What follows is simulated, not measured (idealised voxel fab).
The process module presented herein is designated voxel transistor to metal.
The cross-section shown here is cut; it is 160 nm wide and divided into square cells measuring 5 nm on a side.
In what follows, cross-sections appear as grids of square cells, described through bands that run from the top down, where every band is one or more rows of cells. It is stipulated that each band's entry specify, in nanometres, the height of the top of the band and then that of its bottom, followed by the materials of the band in left-to-right sequence, each together with its width in nanometres. A single material marked by the word "throughout" is understood to fill the band from edge to edge; the word "blank" is understood to denote empty space. Basically, 0 is our baseline, since under it the wafer straight out of the box is all one material. The bottom band has no lower end and keeps on going down, so it looks like "top 0, no bottom". It should be noted that a width expressed as "30..40" varies in equal increments from row to row of cells within the band, taking the value of the first number at the top row and that of the second number at the bottom row. Where the words "all unchanged" appear for a step, the cross-section shows no cell changed by that step; every cell remained as before. So "Completely sealed voids" is basically the list of trapped voids: any empty space of 8 cells or more that can't reach the top through an opening. They're written width x height at distance, the distance being from the left edge, and it's all nm. On each step's line, the part that comes after the settings is the simulator's own comment on the step. The "overlay nm" setting may appear on a step's line; for a step that uses a mask, it gives how far to the right of its planned position the mask lay, and a negative value indicates the left.
THE PLANNED PROCESS STEPS ARE ENUMERATED HEREUNDER
| 1 | RECEIVE [material Si] |
| 2 | CONFORMAL_DEP [material SiO2] [thk nm 5] |
| 3 | CONFORMAL_DEP [material SiN] [thk nm 10] |
| 4 | MASKED_ETCH [tone cover] [mask id ACTIVE] [width nm 110] [etch materials SiN] [depth nm 10] [overlay nm 0] |
| 5 | MASKED_ETCH [tone cover] [mask id ACTIVE] [width nm 110] [etch materials SiO2] [depth nm 5] [overlay nm 0] |
| 6 | MASKED_ETCH [tone cover] [mask id ACTIVE] [width nm 110] [etch materials Si] [depth nm 35] [overlay nm 0] |
| 7 | OXIDIZE [depth nm 5] |
| 8 | FILL_DEP [material SiO2] [thk nm 5] |
| 9 | CMP [height nm 15] |
| 10 | SELECTIVE_ETCH [etch materials SiO2] [depth nm 10] |
| 11 | STRIP [etch materials SiN] |
| 12 | SELECTIVE_ETCH [etch materials SiO2] [depth nm 5] |
| 13 | OXIDIZE [depth nm 5] |
| 14 | DIRECTIONAL_DEP [material polySi] [thk nm 20] |
| 15 | DIRECTIONAL_DEP [material SiCN] [thk nm 10] |
| 16 | MASKED_ETCH [tone cover] [mask id GATE] [width nm 20] [etch materials SiCN] [depth nm 20] [overlay nm 0] |
| 17 | MASKED_ETCH [tone cover] [mask id GATE] [width nm 20] [etch materials polySi] [depth nm 30] [overlay nm 0] |
| 18 | CONFORMAL_DEP [material SiN] [thk nm 10] |
| 19 | DIRECTIONAL_ETCH [etch materials SiN] [depth nm 10] |
| 20 | DIRECTIONAL_ETCH [etch materials SiO2] [depth nm 5] |
| 21 | DIRECTIONAL_ETCH [etch materials Si] [depth nm 10] |
| 22 | EPI [material nSi] [thk nm 10] |
| 23 | FILL_DEP [material SiO2] [thk nm 10] |
| 24 | CMP [height nm 30] |
| 25 | DIRECTIONAL_DEP [material SiO2] [thk nm 15] |
| 26 | MASKED_ETCH [tone open] [mask id CONTACT] [width nm 30] [pitch nm 60] [etch materials SiO2] [depth nm 50] [overlay nm 0] |
| 27 | CONFORMAL_DEP [material TiN] [thk nm 5] |
| 28 | FILL_DEP [material W] [thk nm 10] |
| 29 | CMP [height nm 45] |
| 30 | DIRECTIONAL_DEP [material TiN] [thk nm 5] |
| 31 | DIRECTIONAL_DEP [material W] [thk nm 25] |
| 32 | PATTERN [tone cover] [mask id METAL_1] [material resist] [width nm 20] [pitch nm 70] [thk nm 15] [overlay nm 0] |
| 33 | DIRECTIONAL_ETCH [etch materials W] [depth nm 25] |
| 34 | DIRECTIONAL_ETCH [etch materials TiN] [depth nm 5] |
| 35 | STRIP [etch materials resist] |
| 36 | CONFORMAL_DEP [material SiCN] [thk nm 5] |
| 37 | FILL_DEP [material SiO2] [thk nm 5] |
| 38 | CMP [height nm 75] |
| 39 | CONFORMAL_DEP [material SiCN] [thk nm 5] |
RUN AS PLANNED: FIRST OF TWO WAFERS
CROSS-SECTION OF THE WAFER AS IT CAME TO US, I.E., ALREADY THROUGH STEP 1
* top 0, no bottom = Si throughout
* Completely sealed voids: none
CROSS-SECTION: WAFER STATE AFTER STEP 2
* top 5, bottom 0 = SiO2 throughout
* At heights below 0, the structure remains unaltered.
CROSS-SECTION: WAFER STATE AFTER STEP 3
* top 15, bottom 5 = SiN throughout
* At heights below 5, the structure remains unaltered.
CROSS-SECTION: WAFER STATE AFTER STEP 4
* top 15, bottom 5 = blank 25 nm | SiN 110 nm | blank 25 nm
* At heights below 5, the structure remains unaltered.
CROSS-SECTION: WAFER STATE AFTER STEP 5
* top 15, bottom 5 = blank 25 nm | SiN 110 nm | blank 25 nm
* top 5, bottom 0 = blank 25 nm | SiO2 110 nm | blank 25 nm
* At heights below 0, the structure remains unaltered.
CROSS-SECTION: WAFER STATE AFTER STEP 6
* top 15, bottom 5 = blank 25 nm | SiN 110 nm | blank 25 nm
* top 5, bottom 0 = blank 25 nm | SiO2 110 nm | blank 25 nm
* top 0, bottom -35 = blank 25 nm | Si 110 nm | blank 25 nm
* At heights below -35, the structure remains unaltered.
CROSS-SECTION: WAFER STATE AFTER STEP 7
* top 15, bottom 5 = blank 25 nm | SiN 110 nm | blank 25 nm
* top 5, bottom 0 = blank 25 nm | SiO2 110 nm | blank 25 nm
* top 0, bottom -35 = blank 25 nm | SiO2 5 nm | Si 100 nm | SiO2 5 nm | blank 25 nm
* top -35, bottom -40 = SiO2 30 nm | Si 100 nm | SiO2 30 nm
* At heights below -40, the structure remains unaltered.
CROSS-SECTION: WAFER STATE AFTER STEP 8
* top 20, bottom 15 = SiO2 throughout
* top 15, bottom 5 = SiO2 25 nm | SiN 110 nm | SiO2 25 nm
* top 5, bottom 0 = SiO2 throughout
* top 0, bottom -40 = SiO2 30 nm | Si 100 nm | SiO2 30 nm
* At heights below -40, the structure remains unaltered.
CROSS-SECTION: WAFER STATE AFTER STEP 9
* top 15, bottom 5 = SiO2 25 nm | SiN 110 nm | SiO2 25 nm
* At heights below 5, the structure remains unaltered.
CROSS-SECTION: WAFER STATE AFTER STEP 10
* top 15, bottom 5 = blank 25 nm | SiN 110 nm | blank 25 nm
* At heights below 5, the structure remains unaltered.
CROSS-SECTION: WAFER STATE AFTER STEP 11
* top 5, bottom 0 = SiO2 throughout
* At heights below 0, the structure remains unaltered.
CROSS-SECTION: WAFER STATE AFTER STEP 12
* top 0, bottom -40 = SiO2 30 nm | Si 100 nm | SiO2 30 nm
* At heights below -40, the structure remains unaltered.
CROSS-SECTION: WAFER STATE AFTER STEP 13
* top 0, bottom -5 = SiO2 throughout
* At heights below -5, the structure remains unaltered.
CROSS-SECTION: WAFER STATE AFTER STEP 14
* top 20, bottom 0 = polySi throughout
* At heights below 0, the structure remains unaltered.
CROSS-SECTION: WAFER STATE AFTER STEP 15
* top 30, bottom 20 = SiCN throughout
* At heights below 20, the structure remains unaltered.
CROSS-SECTION: WAFER STATE AFTER STEP 16
* top 30, bottom 20 = blank 70 nm | SiCN 20 nm | blank 70 nm
* At heights below 20, the structure remains unaltered.
CROSS-SECTION: WAFER STATE AFTER STEP 17
* top 30, bottom 20 = blank 70 nm | SiCN 20 nm | blank 70 nm
* top 20, bottom 0 = blank 70 nm | polySi 20 nm | blank 70 nm
* At heights below 0, the structure remains unaltered.
CROSS-SECTION: WAFER STATE AFTER STEP 18
* top 40, bottom 30 = blank 60 nm | SiN 40 nm | blank 60 nm
* top 30, bottom 20 = blank 60 nm | SiN 10 nm | SiCN 20 nm | SiN 10 nm | blank 60 nm
* top 20, bottom 10 = blank 60 nm | SiN 10 nm | polySi 20 nm | SiN 10 nm | blank 60 nm
* top 10, bottom 0 = SiN 70 nm | polySi 20 nm | SiN 70 nm
* At heights below 0, the structure remains unaltered.
CROSS-SECTION: WAFER STATE AFTER STEP 19
* top 30, bottom 20 = blank 60 nm | SiN 10 nm | SiCN 20 nm | SiN 10 nm | blank 60 nm
* top 20, bottom 0 = blank 60 nm | SiN 10 nm | polySi 20 nm | SiN 10 nm | blank 60 nm
* At heights below 0, the structure remains unaltered.
CROSS-SECTION: WAFER STATE AFTER STEP 20
* top 30, bottom 20 = blank 60 nm | SiN 10 nm | SiCN 20 nm | SiN 10 nm | blank 60 nm
* top 20, bottom 0 = blank 60 nm | SiN 10 nm | polySi 20 nm | SiN 10 nm | blank 60 nm
* top 0, bottom -5 = blank 60 nm | SiO2 40 nm | blank 60 nm
* At heights below -5, the structure remains unaltered.
CROSS-SECTION: WAFER STATE AFTER STEP 21
* top 30, bottom 20 = blank 60 nm | SiN 10 nm | SiCN 20 nm | SiN 10 nm | blank 60 nm
* top 20, bottom 0 = blank 60 nm | SiN 10 nm | polySi 20 nm | SiN 10 nm | blank 60 nm
* top 0, bottom -5 = blank 60 nm | SiO2 40 nm | blank 60 nm
* top -5, bottom -15 = SiO2 30 nm | blank 30 nm | Si 40 nm | blank 30 nm | SiO2 30 nm
* At heights below -15, the structure remains unaltered.
CROSS-SECTION: WAFER STATE AFTER STEP 22
* top 30, bottom 20 = blank 60 nm | SiN 10 nm | SiCN 20 nm | SiN 10 nm | blank 60 nm
* top 20, bottom 5 = blank 60 nm | SiN 10 nm | polySi 20 nm | SiN 10 nm | blank 60 nm
* top 5, bottom 0 = blank 50 nm | nSi 10 nm | SiN 10 nm | polySi 20 nm | SiN 10 nm | nSi 10 nm | blank 50 nm
* top 0, bottom -5 = blank 50 nm | nSi 10 nm | SiO2 40 nm | nSi 10 nm | blank 50 nm
* top -5, bottom -15 = SiO2 30 nm | nSi 30 nm | Si 40 nm | nSi 30 nm | SiO2 30 nm
* At heights below -15, the structure remains unaltered.
CROSS-SECTION: WAFER STATE AFTER STEP 23
* top 40, bottom 30 = SiO2 throughout
* top 30, bottom 20 = SiO2 60 nm | SiN 10 nm | SiCN 20 nm | SiN 10 nm | SiO2 60 nm
* top 20, bottom 5 = SiO2 60 nm | SiN 10 nm | polySi 20 nm | SiN 10 nm | SiO2 60 nm
* top 5, bottom 0 = SiO2 50 nm | nSi 10 nm | SiN 10 nm | polySi 20 nm | SiN 10 nm | nSi 10 nm | SiO2 50 nm
* top 0, bottom -5 = SiO2 50 nm | nSi 10 nm | SiO2 40 nm | nSi 10 nm | SiO2 50 nm
* At heights below -5, the structure remains unaltered.
CROSS-SECTION: WAFER STATE AFTER STEP 24
* top 30, bottom 20 = SiO2 60 nm | SiN 10 nm | SiCN 20 nm | SiN 10 nm | SiO2 60 nm
* At heights below 20, the structure remains unaltered.
CROSS-SECTION: WAFER STATE AFTER STEP 25
* top 45, bottom 30 = SiO2 throughout
* At heights below 30, the structure remains unaltered.
CROSS-SECTION: WAFER STATE AFTER STEP 26
* top 45, bottom 30 = SiO2 35 nm | blank 30 nm | SiO2 30 nm | blank 30 nm | SiO2 35 nm
* top 30, bottom 20 = SiO2 35 nm | blank 25 nm | SiN 10 nm | SiCN 20 nm | SiN 10 nm | blank 25 nm | SiO2 35 nm
* top 20, bottom 5 = SiO2 35 nm | blank 25 nm | SiN 10 nm | polySi 20 nm | SiN 10 nm | blank 25 nm | SiO2 35 nm
* top 5, bottom 0 = SiO2 35 nm | blank 15 nm | nSi 10 nm | SiN 10 nm | polySi 20 nm | SiN 10 nm | nSi 10 nm | blank 15 nm | SiO2 35 nm
* top 0, bottom -5 = SiO2 35 nm | blank 15 nm | nSi 10 nm | SiO2 40 nm | nSi 10 nm | blank 15 nm | SiO2 35 nm
* At heights below -5, the structure remains unaltered.
CROSS-SECTION: WAFER STATE AFTER STEP 27
* top 50, bottom 45 = TiN 40 nm | blank 20 nm | TiN 40 nm | blank 20 nm | TiN 40 nm
* top 45, bottom 35 = SiO2 35 nm | TiN 5 nm | blank 20 nm | TiN 5 nm | SiO2 30 nm | TiN 5 nm | blank 20 nm | TiN 5 nm | SiO2 35 nm
* top 35, bottom 30 = SiO2 35 nm | TiN 5 nm | blank 15 nm | TiN 10 nm | SiO2 30 nm | TiN 10 nm | blank 15 nm | TiN 5 nm | SiO2 35 nm
* top 30, bottom 20 = SiO2 35 nm | TiN 5 nm | blank 15 nm | TiN 5 nm | SiN 10 nm | SiCN 20 nm | SiN 10 nm | TiN 5 nm | blank 15 nm | TiN 5 nm | SiO2 35 nm
* top 20, bottom 10 = SiO2 35 nm | TiN 5 nm | blank 15 nm | TiN 5 nm | SiN 10 nm | polySi 20 nm | SiN 10 nm | TiN 5 nm | blank 15 nm | TiN 5 nm | SiO2 35 nm
* top 10, bottom 5 = SiO2 35 nm | TiN 5 nm | blank 5 nm | TiN 15 nm | SiN 10 nm | polySi 20 nm | SiN 10 nm | TiN 15 nm | blank 5 nm | TiN 5 nm | SiO2 35 nm
* top 5, bottom 0 = SiO2 35 nm | TiN 5 nm | blank 5 nm | TiN 5 nm | nSi 10 nm | SiN 10 nm | polySi 20 nm | SiN 10 nm | nSi 10 nm | TiN 5 nm | blank 5 nm | TiN 5 nm | SiO2 35 nm
* top 0, bottom -5 = SiO2 35 nm | TiN 15 nm | nSi 10 nm | SiO2 40 nm | nSi 10 nm | TiN 15 nm | SiO2 35 nm
* At heights below -5, the structure remains unaltered.
CROSS-SECTION: WAFER STATE AFTER STEP 28
* top 60, bottom 50 = W throughout
* top 50, bottom 45 = TiN 40 nm | W 20 nm | TiN 40 nm | W 20 nm | TiN 40 nm
* top 45, bottom 35 = SiO2 35 nm | TiN 5 nm | W 20 nm | TiN 5 nm | SiO2 30 nm | TiN 5 nm | W 20 nm | TiN 5 nm | SiO2 35 nm
* top 35, bottom 30 = SiO2 35 nm | TiN 5 nm | W 15 nm | TiN 10 nm | SiO2 30 nm | TiN 10 nm | W 15 nm | TiN 5 nm | SiO2 35 nm
* top 30, bottom 20 = SiO2 35 nm | TiN 5 nm | W 15 nm | TiN 5 nm | SiN 10 nm | SiCN 20 nm | SiN 10 nm | TiN 5 nm | W 15 nm | TiN 5 nm | SiO2 35 nm
* top 20, bottom 10 = SiO2 35 nm | TiN 5 nm | W 15 nm | TiN 5 nm | SiN 10 nm | polySi 20 nm | SiN 10 nm | TiN 5 nm | W 15 nm | TiN 5 nm | SiO2 35 nm
* top 10, bottom 5 = SiO2 35 nm | TiN 5 nm | W 5 nm | TiN 15 nm | SiN 10 nm | polySi 20 nm | SiN 10 nm | TiN 15 nm | W 5 nm | TiN 5 nm | SiO2 35 nm
* top 5, bottom 0 = SiO2 35 nm | TiN 5 nm | W 5 nm | TiN 5 nm | nSi 10 nm | SiN 10 nm | polySi 20 nm | SiN 10 nm | nSi 10 nm | TiN 5 nm | W 5 nm | TiN 5 nm | SiO2 35 nm
* At heights below 0, the structure remains unaltered.
CROSS-SECTION: WAFER STATE AFTER STEP 29
* top 45, bottom 35 = SiO2 35 nm | TiN 5 nm | W 20 nm | TiN 5 nm | SiO2 30 nm | TiN 5 nm | W 20 nm | TiN 5 nm | SiO2 35 nm
* At heights below 35, the structure remains unaltered.
CROSS-SECTION: WAFER STATE AFTER STEP 30
* top 50, bottom 45 = TiN throughout
* At heights below 45, the structure remains unaltered.
CROSS-SECTION: WAFER STATE AFTER STEP 31
* top 75, bottom 50 = W throughout
* At heights below 50, the structure remains unaltered.
CROSS-SECTION: WAFER STATE AFTER STEP 32
* top 90, bottom 75 = blank 35 nm | resist 20 nm | blank 50 nm | resist 20 nm | blank 35 nm
* At heights below 75, the structure remains unaltered.
CROSS-SECTION: WAFER STATE AFTER STEP 33
* top 90, bottom 75 = blank 35 nm | resist 20 nm | blank 50 nm | resist 20 nm | blank 35 nm
* top 75, bottom 50 = blank 35 nm | W 20 nm | blank 50 nm | W 20 nm | blank 35 nm
* At heights below 50, the structure remains unaltered.
CROSS-SECTION: WAFER STATE AFTER STEP 34
* top 90, bottom 75 = blank 35 nm | resist 20 nm | blank 50 nm | resist 20 nm | blank 35 nm
* top 75, bottom 50 = blank 35 nm | W 20 nm | blank 50 nm | W 20 nm | blank 35 nm
* top 50, bottom 45 = blank 35 nm | TiN 20 nm | blank 50 nm | TiN 20 nm | blank 35 nm
* At heights below 45, the structure remains unaltered.
CROSS-SECTION: WAFER STATE AFTER STEP 35
* top 75, bottom 50 = blank 35 nm | W 20 nm | blank 50 nm | W 20 nm | blank 35 nm
* At heights below 50, the structure remains unaltered.
CROSS-SECTION: WAFER STATE AFTER STEP 36
* top 80, bottom 75 = blank 30 nm | SiCN 30 nm | blank 40 nm | SiCN 30 nm | blank 30 nm
* top 75, bottom 50 = blank 30 nm | SiCN 5 nm | W 20 nm | SiCN 5 nm | blank 40 nm | SiCN 5 nm | W 20 nm | SiCN 5 nm | blank 30 nm
* top 50, bottom 45 = SiCN 35 nm | TiN 20 nm | SiCN 50 nm | TiN 20 nm | SiCN 35 nm
* At heights below 45, the structure remains unaltered.
CROSS-SECTION: WAFER STATE AFTER STEP 37
* top 85, bottom 80 = SiO2 throughout
* top 80, bottom 75 = SiO2 30 nm | SiCN 30 nm | SiO2 40 nm | SiCN 30 nm | SiO2 30 nm
* top 75, bottom 50 = SiO2 30 nm | SiCN 5 nm | W 20 nm | SiCN 5 nm | SiO2 40 nm | SiCN 5 nm | W 20 nm | SiCN 5 nm | SiO2 30 nm
* At heights below 50, the structure remains unaltered.
CROSS-SECTION: WAFER STATE AFTER STEP 38
* top 75, bottom 50 = SiO2 30 nm | SiCN 5 nm | W 20 nm | SiCN 5 nm | SiO2 40 nm | SiCN 5 nm | W 20 nm | SiCN 5 nm | SiO2 30 nm
* At heights below 50, the structure remains unaltered.
CROSS-SECTION: WAFER STATE AFTER STEP 39
* top 80, bottom 75 = SiCN throughout
* At heights below 75, the structure remains unaltered.
OKAY, SECOND WAFER. NOTHING DIFFERENT AT THE START, NOTHING DIFFERENT IN THE PLAN, JUST ONE MISTAKE SOMEWHERE IN THE RUNNING. AS FAR AS STEP 24, COUNTING THAT STEP, IT'S THE FIRST WAFER ALL OVER AGAIN
CROSS-SECTIONAL REPRESENTATION OF THE SECOND WAFER AT THE TIME DESIGNATED IN THE PLAN FOR THE COMPLETION OF STEP 25
* top 60, bottom 30 = SiO2 throughout
* At heights below 30, the structure remains unaltered.
CROSS-SECTIONAL REPRESENTATION OF THE SECOND WAFER AT THE TIME DESIGNATED IN THE PLAN FOR THE COMPLETION OF STEP 26
* top 60, bottom 30 = SiO2 35 nm | blank 30 nm | SiO2 30 nm | blank 30 nm | SiO2 35 nm
* top 30, bottom 20 = SiO2 35 nm | blank 25 nm | SiN 10 nm | SiCN 20 nm | SiN 10 nm | blank 25 nm | SiO2 35 nm
* top 20, bottom 10 = SiO2 35 nm | blank 25 nm | SiN 10 nm | polySi 20 nm | SiN 10 nm | blank 25 nm | SiO2 35 nm
* At heights below 10, the structure remains unaltered.
CROSS-SECTIONAL REPRESENTATION OF THE SECOND WAFER AT THE TIME DESIGNATED IN THE PLAN FOR THE COMPLETION OF STEP 27
* top 65, bottom 60 = TiN 40 nm | blank 20 nm | TiN 40 nm | blank 20 nm | TiN 40 nm
* top 60, bottom 35 = SiO2 35 nm | TiN 5 nm | blank 20 nm | TiN 5 nm | SiO2 30 nm | TiN 5 nm | blank 20 nm | TiN 5 nm | SiO2 35 nm
* top 35, bottom 30 = SiO2 35 nm | TiN 5 nm | blank 15 nm | TiN 10 nm | SiO2 30 nm | TiN 10 nm | blank 15 nm | TiN 5 nm | SiO2 35 nm
* top 30, bottom 20 = SiO2 35 nm | TiN 5 nm | blank 15 nm | TiN 5 nm | SiN 10 nm | SiCN 20 nm | SiN 10 nm | TiN 5 nm | blank 15 nm | TiN 5 nm | SiO2 35 nm
* top 20, bottom 15 = SiO2 35 nm | TiN 5 nm | blank 15 nm | TiN 5 nm | SiN 10 nm | polySi 20 nm | SiN 10 nm | TiN 5 nm | blank 15 nm | TiN 5 nm | SiO2 35 nm
* top 15, bottom 10 = SiO2 35 nm | TiN 25 nm | SiN 10 nm | polySi 20 nm | SiN 10 nm | TiN 25 nm | SiO2 35 nm
* At heights below 10, the structure remains unaltered.
CROSS-SECTIONAL REPRESENTATION OF THE SECOND WAFER AT THE TIME DESIGNATED IN THE PLAN FOR THE COMPLETION OF STEP 28
* top 75, bottom 65 = W throughout
* top 65, bottom 60 = TiN 40 nm | W 20 nm | TiN 40 nm | W 20 nm | TiN 40 nm
* top 60, bottom 35 = SiO2 35 nm | TiN 5 nm | W 20 nm | TiN 5 nm | SiO2 30 nm | TiN 5 nm | W 20 nm | TiN 5 nm | SiO2 35 nm
* top 35, bottom 30 = SiO2 35 nm | TiN 5 nm | W 15 nm | TiN 10 nm | SiO2 30 nm | TiN 10 nm | W 15 nm | TiN 5 nm | SiO2 35 nm
* top 30, bottom 20 = SiO2 35 nm | TiN 5 nm | W 15 nm | TiN 5 nm | SiN 10 nm | SiCN 20 nm | SiN 10 nm | TiN 5 nm | W 15 nm | TiN 5 nm | SiO2 35 nm
* top 20, bottom 15 = SiO2 35 nm | TiN 5 nm | W 15 nm | TiN 5 nm | SiN 10 nm | polySi 20 nm | SiN 10 nm | TiN 5 nm | W 15 nm | TiN 5 nm | SiO2 35 nm
* At heights below 15, the structure remains unaltered.
CROSS-SECTIONAL REPRESENTATION OF THE SECOND WAFER AT THE TIME DESIGNATED IN THE PLAN FOR THE COMPLETION OF STEP 29
* top 45, bottom 35 = SiO2 35 nm | TiN 5 nm | W 20 nm | TiN 5 nm | SiO2 30 nm | TiN 5 nm | W 20 nm | TiN 5 nm | SiO2 35 nm
* At heights below 35, the structure remains unaltered.
CROSS-SECTIONAL REPRESENTATION OF THE SECOND WAFER AT THE TIME DESIGNATED IN THE PLAN FOR THE COMPLETION OF STEP 30
* top 50, bottom 45 = TiN throughout
* At heights below 45, the structure remains unaltered.
CROSS-SECTIONAL REPRESENTATION OF THE SECOND WAFER AT THE TIME DESIGNATED IN THE PLAN FOR THE COMPLETION OF STEP 31
* top 75, bottom 50 = W throughout
* At heights below 50, the structure remains unaltered.
CROSS-SECTIONAL REPRESENTATION OF THE SECOND WAFER AT THE TIME DESIGNATED IN THE PLAN FOR THE COMPLETION OF STEP 32
* top 90, bottom 75 = blank 35 nm | resist 20 nm | blank 50 nm | resist 20 nm | blank 35 nm
* At heights below 75, the structure remains unaltered.
CROSS-SECTIONAL REPRESENTATION OF THE SECOND WAFER AT THE TIME DESIGNATED IN THE PLAN FOR THE COMPLETION OF STEP 33
* top 90, bottom 75 = blank 35 nm | resist 20 nm | blank 50 nm | resist 20 nm | blank 35 nm
* top 75, bottom 50 = blank 35 nm | W 20 nm | blank 50 nm | W 20 nm | blank 35 nm
* At heights below 50, the structure remains unaltered.
CROSS-SECTIONAL REPRESENTATION OF THE SECOND WAFER AT THE TIME DESIGNATED IN THE PLAN FOR THE COMPLETION OF STEP 34
* top 90, bottom 75 = blank 35 nm | resist 20 nm | blank 50 nm | resist 20 nm | blank 35 nm
* top 75, bottom 50 = blank 35 nm | W 20 nm | blank 50 nm | W 20 nm | blank 35 nm
* top 50, bottom 45 = blank 35 nm | TiN 20 nm | blank 50 nm | TiN 20 nm | blank 35 nm
* At heights below 45, the structure remains unaltered.
CROSS-SECTIONAL REPRESENTATION OF THE SECOND WAFER AT THE TIME DESIGNATED IN THE PLAN FOR THE COMPLETION OF STEP 35
* top 75, bottom 50 = blank 35 nm | W 20 nm | blank 50 nm | W 20 nm | blank 35 nm
* At heights below 50, the structure remains unaltered.
CROSS-SECTIONAL REPRESENTATION OF THE SECOND WAFER AT THE TIME DESIGNATED IN THE PLAN FOR THE COMPLETION OF STEP 36
* top 80, bottom 75 = blank 30 nm | SiCN 30 nm | blank 40 nm | SiCN 30 nm | blank 30 nm
* top 75, bottom 50 = blank 30 nm | SiCN 5 nm | W 20 nm | SiCN 5 nm | blank 40 nm | SiCN 5 nm | W 20 nm | SiCN 5 nm | blank 30 nm
* top 50, bottom 45 = SiCN 35 nm | TiN 20 nm | SiCN 50 nm | TiN 20 nm | SiCN 35 nm
* At heights below 45, the structure remains unaltered.
CROSS-SECTIONAL REPRESENTATION OF THE SECOND WAFER AT THE TIME DESIGNATED IN THE PLAN FOR THE COMPLETION OF STEP 37
* top 85, bottom 80 = SiO2 throughout
* top 80, bottom 75 = SiO2 30 nm | SiCN 30 nm | SiO2 40 nm | SiCN 30 nm | SiO2 30 nm
* top 75, bottom 50 = SiO2 30 nm | SiCN 5 nm | W 20 nm | SiCN 5 nm | SiO2 40 nm | SiCN 5 nm | W 20 nm | SiCN 5 nm | SiO2 30 nm
* At heights below 50, the structure remains unaltered.
CROSS-SECTIONAL REPRESENTATION OF THE SECOND WAFER AT THE TIME DESIGNATED IN THE PLAN FOR THE COMPLETION OF STEP 38
* top 75, bottom 50 = SiO2 30 nm | SiCN 5 nm | W 20 nm | SiCN 5 nm | SiO2 40 nm | SiCN 5 nm | W 20 nm | SiCN 5 nm | SiO2 30 nm
* At heights below 50, the structure remains unaltered.
CROSS-SECTIONAL REPRESENTATION OF THE SECOND WAFER AT THE TIME DESIGNATED IN THE PLAN FOR THE COMPLETION OF STEP 39
* top 80, bottom 75 = SiCN throughout
* At heights below 75, the structure remains unaltered.
In executing the process, a mistake was made relative to the plan: step 25 was run twice
Count the cells at the end and the second wafer has more or fewer of some materials than the first: +22 SiO2; -12 TiN; -10 W
